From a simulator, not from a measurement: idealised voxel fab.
This is a process module. Its name is voxel capacitor over wiring.
For reference, the cross-section in this document is cut, with width 195 nm and square cells of 5 nm.
We lay out every cross-section as a grid of square cells and spell it out in bands from the top down, where one band means one or more rows of cells.
Within each band entry, the heights of the top and of the bottom of the band appear first, in that order and in nm; the materials of the band then follow from left to right, each with its corresponding width in nm. The designation "edge to edge" on a single material indicates that it fills the band from edge to edge; the designation "blank" indicates empty space.
Zero point of the height axis is 0; under it, received wafer = one material. Lowest band: continues down indefinitely, "top 0, no bottom".
Graded width ("30->40"): value in top row of band = first number; value in bottom row = second number; row-to-row change constant.
"remained the same" (step): cross-section cells unchanged, all of them.
The list in "Sealed void inventory" covers empty spaces of 8 cells or more that cannot reach the top through any open way, and it gives each as width x height at distance; the distance is from the left edge, and width, height and distance are in nm.
Past the settings on a step's line: simulator remark, on that step.
overlay nm: mask right of planned place by this much (step with mask). Neg. = left.

PLANNED PROCESS STEPS
| 1 | RECEIVE [material Si] |
| 2 | CONFORMAL_DEP [material SiO2] [thk nm 15] |
| 3 | CONFORMAL_DEP [material SiCN] [thk nm 5] |
| 4 | DIRECTIONAL_DEP [material lowk] [thk nm 20] |
| 5 | MASKED_ETCH [tone open] [mask id METAL_1] [width nm 20] [pitch nm 80] [etch materials lowk] [depth nm 20] [overlay nm 0] |
| 6 | MASKED_ETCH [tone open] [mask id METAL_1] [width nm 20] [pitch nm 80] [etch materials SiCN] [depth nm 5] [overlay nm 0] |
| 7 | CONFORMAL_DEP [material TiN] [thk nm 5] |
| 8 | FILL_DEP [material Cu] [thk nm 5] |
| 9 | CMP [height nm 40] |
| 10 | CONFORMAL_DEP [material SiCN] [thk nm 5] |
| 11 | DIRECTIONAL_DEP [material lowk] [thk nm 20] |
| 12 | DIRECTIONAL_DEP [material aC] [thk nm 10] |
| 13 | PATTERN [tone open] [mask id PLUG_1] [material resist] [width nm 15] [thk nm 25] [overlay nm 0] |
| 14 | DIRECTIONAL_ETCH [etch materials aC] [depth nm 10] |
| 15 | STRIP [etch materials resist] |
| 16 | DIRECTIONAL_ETCH [etch materials lowk] [depth nm 20] |
| 17 | DIRECTIONAL_ETCH [etch materials SiCN] [depth nm 5] |
| 18 | STRIP [etch materials aC] |
| 19 | CONFORMAL_DEP [material TiN] [thk nm 5] |
| 20 | FILL_DEP [material Ru] [thk nm 10] |
| 21 | CMP [height nm 65] |
| 22 | DIRECTIONAL_DEP [material TiN] [thk nm 5] |
| 23 | DIRECTIONAL_DEP [material Al2O3] [thk nm 5] |
| 24 | DIRECTIONAL_DEP [material TiN] [thk nm 10] |
| 25 | MASKED_ETCH [tone cover] [mask id UPPER_PLATE] [width nm 65] [etch materials TiN] [depth nm 10] [overlay nm 0] |
| 26 | MASKED_ETCH [tone cover] [mask id UPPER_PLATE] [width nm 65] [etch materials Al2O3] [depth nm 5] [overlay nm 0] |
| 27 | MASKED_ETCH [tone cover] [mask id LOWER_PLATE] [width nm 75] [etch materials TiN] [depth nm 5] [overlay nm 0] |
| 28 | FILL_DEP [material SiO2] [thk nm 15] |
| 29 | CMP [height nm 95] |
| 30 | PATTERN [tone open] [mask id PLUG_2] [material resist] [width nm 15] [thk nm 15] [overlay nm 0] |
| 31 | DIRECTIONAL_ETCH [etch materials SiO2] [depth nm 10] |
| 32 | STRIP [etch materials resist] |
| 33 | CONFORMAL_DEP [material TiN] [thk nm 5] |
| 34 | FILL_DEP [material W] [thk nm 5] |
| 35 | CMP [height nm 95] |
| 36 | CONFORMAL_DEP [material SiCN] [thk nm 5] |

CROSS-SECTION OF THE WAFER AS IT CAME TO US, I.E., ALREADY THROUGH STEP 1
> top 0, no bottom = Si edge to edge
> Sealed void inventory: none

RUN AS PLANNED - FIRST OF THE TWO WAFERS CROSS-SECTIONED AT THE END OF THE MODULE
> top 100, bottom 95 = SiCN edge to edge
> top 95, bottom 90 = SiO2: 60 / TiN: 5 / W: 5 / TiN: 5 / SiO2: 120
> top 90, bottom 85 = SiO2: 60 / TiN: 15 / SiO2: 120
> top 85, bottom 75 = SiO2: 50 / TiN: 65 / SiO2: 80
> top 75, bottom 70 = SiO2: 50 / Al2O3: 65 / SiO2: 80
> top 70, bottom 65 = SiO2: 45 / TiN: 75 / SiO2: 75
> top 65, bottom 45 = lowk: 50 / TiN: 5 / Ru: 5 / TiN: 5 / lowk: 130
> top 45, bottom 40 = SiCN: 50 / TiN: 15 / SiCN: 130
> top 40, bottom 20 = lowk: 45 / TiN: 5 / Cu: 10 / TiN: 5 / lowk: 60 / TiN: 5 / Cu: 10 / TiN: 5 / lowk: 50
> top 20, bottom 15 = SiCN: 45 / TiN: 20 / SiCN: 60 / TiN: 20 / SiCN: 50
> top 15, bottom 0 = SiO2 edge to edge
> top 0, no bottom = Si edge to edge
> Sealed void inventory: none

HERE IS THE SECOND OF THE TWO WAFERS CUT OPEN AT THE END OF THE MODULE - SAME START, SAME PLAN AS THE FIRST ONE, BUT WE MADE ONE MISTAKE RUNNING IT
> top 100, bottom 95 = SiCN edge to edge
> top 95, bottom 90 = SiO2: 60 / TiN: 5 / W: 5 / TiN: 5 / SiO2: 120
> top 90, bottom 85 = SiO2: 60 / TiN: 15 / SiO2: 120
> top 85, bottom 75 = SiO2: 50 / TiN: 65 / SiO2: 80
> top 75, bottom 70 = SiO2: 50 / Al2O3: 65 / SiO2: 80
> top 70, bottom 65 = SiO2: 45 / TiN: 75 / SiO2: 75
> top 65, bottom 45 = lowk: 50 / TiN: 5 / Ru: 5 / TiN: 5 / lowk: 130
> top 45, bottom 40 = SiCN: 50 / TiN: 15 / SiCN: 130
> top 40, bottom 35 = TiN: 50 / Cu: 10 / TiN: 70 / Cu: 10 / TiN: 55
> top 35, bottom 20 = lowk: 45 / TiN: 5 / Cu: 10 / TiN: 5 / lowk: 60 / TiN: 5 / Cu: 10 / TiN: 5 / lowk: 50
> top 20, bottom 15 = lowk: 45 / TiN: 20 / lowk: 60 / TiN: 20 / lowk: 50
> top 15, bottom 0 = SiO2 edge to edge
> top 0, no bottom = Si edge to edge
> Sealed void inventory: none
What was done differently from what was planned? plan step 3 never ran because it was skipped
Wafer comparison, final, in cells, second relative to first, materials more or fewer: 31 fewer of SiCN | 31 more of TiN
